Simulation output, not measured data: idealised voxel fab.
This section sets out a process module, namely voxel spacer lines.
This is section cut - it's 270 nm across, gridded in 5 nm square cells.
Cross-section layout: square cells on a grid; listed as bands, top to bottom; a band spans one or more cell rows. Each band's line starts with the height of the band's top and of its bottom, in nm. Then come its materials from left to right, each with its width in nm. One material with "full width" fills the band from edge to edge. "blank" is empty space. Where do heights start? At 0: under that level the wafer as delivered is made of one material only. And the lowest band has no floor; it just carries on downward, as in "z 0 and below". The width entry "30..40" should be interpreted row by row: the top row of cells in the band takes the first number, the bottom row takes the second number, and the change between adjacent rows is uniform throughout. What does "no alterations made" mean for a step? It means no cell of the cross-section changed in that step. The label "Non-vented voids" introduces a list of the empty spaces, 8 cells or larger, that have no open way up to the top; each entry in it reads width x height at distance, where the distance is taken from the left edge and all three are stated in nm. Note: text after step settings on the step line = simulator remark on that step. You can add "overlay nm" to a step's line. For a step with a mask, it describes how far the mask lay to the right of its planned position, and a negative number describes a lay to the left.

Below is the list of planned process steps:
- 1: RECEIVE | material Si
- 2: CONFORMAL_DEP | material Al2O3 | thk nm 10
- 3: DIRECTIONAL_DEP | material polySi | thk nm 20
- 4: DIRECTIONAL_DEP | material aC | thk nm 25
- 5: PATTERN | tone cover | mask id MANDREL | material resist | width nm 25 | pitch nm 80 | thk nm 35 | overlay nm 0
- 6: DIRECTIONAL_ETCH | etch materials aC | depth nm 25
- 7: STRIP | etch materials resist
- 8: CONFORMAL_DEP | material SiN | thk nm 15
- 9: DIRECTIONAL_ETCH | etch materials SiN | depth nm 15
- 10: STRIP | etch materials aC
- 11: DIRECTIONAL_ETCH | etch materials polySi | depth nm 20
- 12: STRIP | etch materials SiN

Delivered wafer in cross-section: state after step 1:
    z 0 and below  Si full width
    Non-vented voids: none

Cross-section, first of two wafers, end of module, run as planned:
    z 30 to 10  blank 65 nm, polySi 15 nm, blank 25 nm, polySi 15 nm, blank 25 nm, polySi 15 nm, blank 25 nm, polySi 15 nm, blank 70 nm
    z 10 to 0  Al2O3 full width
    z 0 and below  Si full width
    Non-vented voids: none

Here is the second of the two wafers cut open at the end of the module - same start, same plan as the first one, but we made one mistake running it:
    z 55 to 50  blank 80 nm, aC 25 nm, blank 55 nm, aC 25 nm, blank 85 nm
    z 50 to 30  blank 65 nm, polySi 15 nm, aC 25 nm, polySi 15 nm, blank 25 nm, polySi 15 nm, aC 25 nm, polySi 15 nm, blank 70 nm
    z 30 to 25  blank 65 nm, polySi 55 nm, blank 25 nm, polySi 55 nm, blank 70 nm
    z 25 to 10  polySi full width
    z 10 to 0  Al2O3 full width
    z 0 and below  Si full width
    Non-vented voids: none
Deviation noted in wafer processing: off-plan run, step 8, actual operation and settings CONFORMAL_DEP | material polySi | thk nm 15
In the final state, the cell counts of the second wafer exceed or fall short of those of the first for the following materials: aC +50, polySi +184
